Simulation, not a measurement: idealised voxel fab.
process module | voxel self aligned vias
cross-section cut | 185 nm wide | cells 5 nm
A cross-section is a grid of square cells, given in bands from the top down. A band is one or more rows of cells.
Each band's line starts with the height of the band's top and of its bottom, in nm. Then come its materials from left to right, each with its width in nm. One material with "throughout" fills the band from edge to edge. "air" is empty space.
Height 0 is the level under which the wafer as received is all one material. The lowest band goes on downwards, as in "0 down".
A width such as "30 to 40" changes by the same amount from each row of cells to the next, from the band's top row to its bottom row.
"no change" after a step means that no cell of the cross-section changed.
closed voids: empty space of 8 cells or more with no open way to the top, each as width x height at its distance from the left edge, in nm
after a step's settings: what the simulator itself notes on the step
overlay nm, on a step with a mask: how far to the right of its planned place the mask lay; to the left if negative
plan
1 op RECEIVE | material Si
2 op CONFORMAL_DEP | material SiO2 | thk nm 15
3 op CONFORMAL_DEP | material SiCN | thk nm 5
4 op DIRECTIONAL_DEP | material SiO2 | thk nm 30
5 op DIRECTIONAL_DEP | material aC | thk nm 10
6 op PATTERN | tone open | mask id LINES | material resist | width nm 25 | pitch nm 50 | thk nm 25 | overlay nm 0
7 op DIRECTIONAL_ETCH | etch materials aC | depth nm 10
8 op STRIP | etch materials resist
9 op DIRECTIONAL_ETCH | etch materials SiO2 | depth nm 30
10 op STRIP | etch materials aC
11 op CONFORMAL_DEP | material TiN | thk nm 5
12 op FILL_DEP | material W | thk nm 5
13 op CMP | height nm 50
14 op SELECTIVE_ETCH | etch materials W Ru TiN | depth nm 5
15 op FILL_DEP | material SiN | thk nm 10
16 op CMP | height nm 50
17 op DIRECTIONAL_DEP | material SiO2 | thk nm 15
18 op MASKED_ETCH | tone open | mask id VIAS | width nm 35 | etch materials SiO2 | depth nm 15 | overlay nm 0
19 op MASKED_ETCH | tone open | mask id VIAS | width nm 35 | etch materials SiN | depth nm 5 | overlay nm 0
20 op CONFORMAL_DEP | material TiN | thk nm 5
21 op FILL_DEP | material Cu | thk nm 10
22 op CMP | height nm 65
23 op CONFORMAL_DEP | material SiCN | thk nm 5
first wafer, as planned
as received, after step 1
  0 down: Si throughout
  closed voids: none
after step 2
  15 to 0: SiO2 throughout
  below 0: unchanged
after step 3
  20 to 15: SiCN throughout
  below 15: unchanged
after step 4
  50 to 20: SiO2 throughout
  below 20: unchanged
after step 5
  60 to 50: aC throughout
  below 50: unchanged
after step 6
  85 to 60: resist 55 | air 25 | resist 25 | air 25 | resist 55
  below 60: unchanged
after step 7
  75 to 60: resist 55 | air 25 | resist 25 | air 25 | resist 55
  60 to 50: aC 55 | air 25 | aC 25 | air 25 | aC 55
  below 50: unchanged
after step 8
  60 to 50: aC 55 | air 25 | aC 25 | air 25 | aC 55
  below 50: unchanged
after step 9
  60 to 50: aC 55 | air 25 | aC 25 | air 25 | aC 55
  50 to 20: SiO2 55 | air 25 | SiO2 25 | air 25 | SiO2 55
  below 20: unchanged
after step 10
  50 to 20: SiO2 55 | air 25 | SiO2 25 | air 25 | SiO2 55
  below 20: unchanged
after step 11
  55 to 50: TiN 60 | air 15 | TiN 35 | air 15 | TiN 60
  50 to 25: SiO2 55 | TiN 5 | air 15 | TiN 5 | SiO2 25 | TiN 5 | air 15 | TiN 5 | SiO2 55
  25 to 20: SiO2 55 | TiN 25 | SiO2 25 | TiN 25 | SiO2 55
  below 20: unchanged
after step 12
  60 to 55: W throughout
  55 to 50: TiN 60 | W 15 | TiN 35 | W 15 | TiN 60
  50 to 25: SiO2 55 | TiN 5 | W 15 | TiN 5 | SiO2 25 | TiN 5 | W 15 | TiN 5 | SiO2 55
  below 25: unchanged
after step 13
  50 to 25: SiO2 55 | TiN 5 | W 15 | TiN 5 | SiO2 25 | TiN 5 | W 15 | TiN 5 | SiO2 55
  below 25: unchanged
after step 14
  50 to 45: SiO2 55 | air 25 | SiO2 25 | air 25 | SiO2 55
  below 45: unchanged
after step 15
  60 to 50: SiN throughout
  50 to 45: SiO2 55 | SiN 25 | SiO2 25 | SiN 25 | SiO2 55
  below 45: unchanged
after step 16
  50 to 45: SiO2 55 | SiN 25 | SiO2 25 | SiN 25 | SiO2 55
  below 45: unchanged
after step 17
  65 to 50: SiO2 throughout
  below 50: unchanged
after step 18
  65 to 50: SiO2 50 | air 35 | SiO2 100
  below 50: unchanged
after step 19
  65 to 50: SiO2 50 | air 35 | SiO2 100
  50 to 45: SiO2 55 | air 25 | SiO2 25 | SiN 25 | SiO2 55
  below 45: unchanged
after step 20
  70 to 65: TiN 55 | air 25 | TiN 105
  65 to 55: SiO2 50 | TiN 5 | air 25 | TiN 5 | SiO2 100
  55 to 50: SiO2 50 | TiN 10 | air 15 | TiN 10 | SiO2 100
  50 to 45: SiO2 55 | TiN 25 | SiO2 25 | SiN 25 | SiO2 55
  below 45: unchanged
after step 21
  80 to 70: Cu throughout
  70 to 65: TiN 55 | Cu 25 | TiN 105
  65 to 55: SiO2 50 | TiN 5 | Cu 25 | TiN 5 | SiO2 100
  55 to 50: SiO2 50 | TiN 10 | Cu 15 | TiN 10 | SiO2 100
  below 50: unchanged
after step 22
  65 to 55: SiO2 50 | TiN 5 | Cu 25 | TiN 5 | SiO2 100
  below 55: unchanged
after step 23
  70 to 65: SiCN throughout
  below 65: unchanged
second wafer: like start, like plan, one mistake. Through step 15 it matches the first wafer
when step 16 should have ended
  55 to 50: SiN throughout
  below 50: unchanged
when step 17 should have ended
  70 to 55: SiO2 throughout
  below 55: unchanged
when step 18 should have ended
  70 to 55: SiO2 50 | air 35 | SiO2 100
  below 55: unchanged
when step 19 should have ended
  70 to 55: SiO2 50 | air 35 | SiO2 100
  55 to 50: SiN 50 | air 35 | SiN 100
  below 50: unchanged
when step 20 should have ended
  75 to 70: TiN 55 | air 25 | TiN 105
  70 to 55: SiO2 50 | TiN 5 | air 25 | TiN 5 | SiO2 100
  55 to 50: SiN 50 | TiN 35 | SiN 100
  below 50: unchanged
when step 21 should have ended
  85 to 75: Cu throughout
  75 to 70: TiN 55 | Cu 25 | TiN 105
  70 to 55: SiO2 50 | TiN 5 | Cu 25 | TiN 5 | SiO2 100
  below 55: unchanged
when step 22 should have ended
  65 to 55: SiO2 50 | TiN 5 | Cu 25 | TiN 5 | SiO2 100
  below 55: unchanged
when step 23 should have ended
  70 to 65: SiCN throughout
  below 65: unchanged
what went wrong: step 16 ran as: op CMP | height nm 55
at the end the second wafer has, in cells: 3 fewer of Cu | 35 more of SiN | 30 fewer of SiO2 | 2 fewer of TiN
